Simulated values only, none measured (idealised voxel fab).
Process module heading - voxel self aligned contacts
215 nm wide, 5 nm square cells: that's cross-section cut.
A cross-section is written here as square cells arranged in a grid, and it is given in bands from the top down, each band taking up one or more rows of cells.
Each band's line starts with the height of the band's top and of its bottom, in nm. Then come its materials from left to right, each with its width in nm. One material with "everywhere" fills the band from edge to edge. "blank" is empty space.
Heights are expressed relative to 0, this being the level below which the as-received wafer comprises one material exclusively. The lowest band is unbounded in the downward direction and is denoted as in "0 nm and below".
So if you see something like "30->40" for the width, read it as the top row of the band sitting at the first number and the bottom row at the second, with every row in between moving by the same amount as the last.
Basically "no alterations made" means that step didn't change any cell in the cross-section.
Look at "Sealed-off cavities" for the closed voids: empty spaces with no open path to the top, sized 8 cells or up. Each is width x height at distance, distance from the left edge, all nm.
That trailing text on a step's line, after the settings, is the simulator's own remark on the step.
"overlay nm" on a masked step: distance the mask lay right of its planned place, negative for left.
# List of planned process steps
step 1: RECEIVE (material Si)
step 2: OXIDIZE (depth nm 5)
step 3: DIRECTIONAL_DEP (material polySi; thk nm 25)
step 4: DIRECTIONAL_DEP (material SiN; thk nm 15)
step 5: PATTERN (tone cover; mask id GATE; material resist; width nm 35; pitch nm 65; thk nm 20; overlay nm 0)
step 6: DIRECTIONAL_ETCH (etch materials SiN; depth nm 15)
step 7: DIRECTIONAL_ETCH (etch materials polySi; depth nm 25)
step 8: STRIP (etch materials resist)
step 9: CONFORMAL_DEP (material SiN; thk nm 5)
step 10: DIRECTIONAL_ETCH (etch materials SiN; depth nm 5)
step 11: FILL_DEP (material SiO2; thk nm 15)
step 12: CMP (height nm 45)
step 13: MASKED_ETCH (tone open; mask id CONTACT; width nm 40; etch materials SiO2; depth nm 50; overlay nm 0)
step 14: CONFORMAL_DEP (material TiN; thk nm 5)
step 15: FILL_DEP (material Ru; thk nm 10)
step 16: CMP (height nm 45)
step 17: CONFORMAL_DEP (material SiCN; thk nm 5)
# Cross-section: wafer on arrival = after step 1
0 nm and below: Si everywhere
Sealed-off cavities: none
# first wafer at the end, as planned
50 nm to 45 nm: SiCN everywhere
45 nm to 40 nm: SiO2: 85, TiN: 15, Ru: 10, TiN: 15, SiO2: 90
40 nm to 25 nm: SiO2: 50, SiN: 45, TiN: 5, Ru: 10, TiN: 5, SiN: 45, SiO2: 55
25 nm to 0 nm: SiO2: 50, SiN: 5, polySi: 35, SiN: 5, TiN: 5, Ru: 10, TiN: 5, SiN: 5, polySi: 35, SiN: 5, SiO2: 55
0 nm to -5 nm: SiO2: 95, TiN: 20, SiO2: 100
-5 nm and below: Si everywhere
Sealed-off cavities: none
# Cross-sectional image of the second wafer of the two following completion of the module. Starting state and process plan were the same as for the first wafer; one execution error occurred
50 nm to 45 nm: SiCN everywhere
45 nm to 40 nm: SiO2: 85, TiN: 40, SiO2: 90
40 nm to 25 nm: SiN: 60, SiO2: 25, SiN: 40, SiO2: 25, SiN: 65
25 nm to 0 nm: polySi: 55, SiN: 5, SiO2: 25, SiN: 5, polySi: 30, SiN: 5, SiO2: 25, SiN: 5, polySi: 60
0 nm to -5 nm: SiO2 everywhere
-5 nm and below: Si everywhere
Sealed-off cavities: none
Nonconformance to the process plan: off-plan run, step 5, actual operation and settings PATTERN (tone open; mask id GATE; material resist; width nm 35; pitch nm 65; thk nm 20; overlay nm 0)
The closing comparison, in cells, has the second wafer with more or fewer of some materials than the first: Ru -18 | SiN +45 | SiO2 -84 | TiN -18 | polySi +75
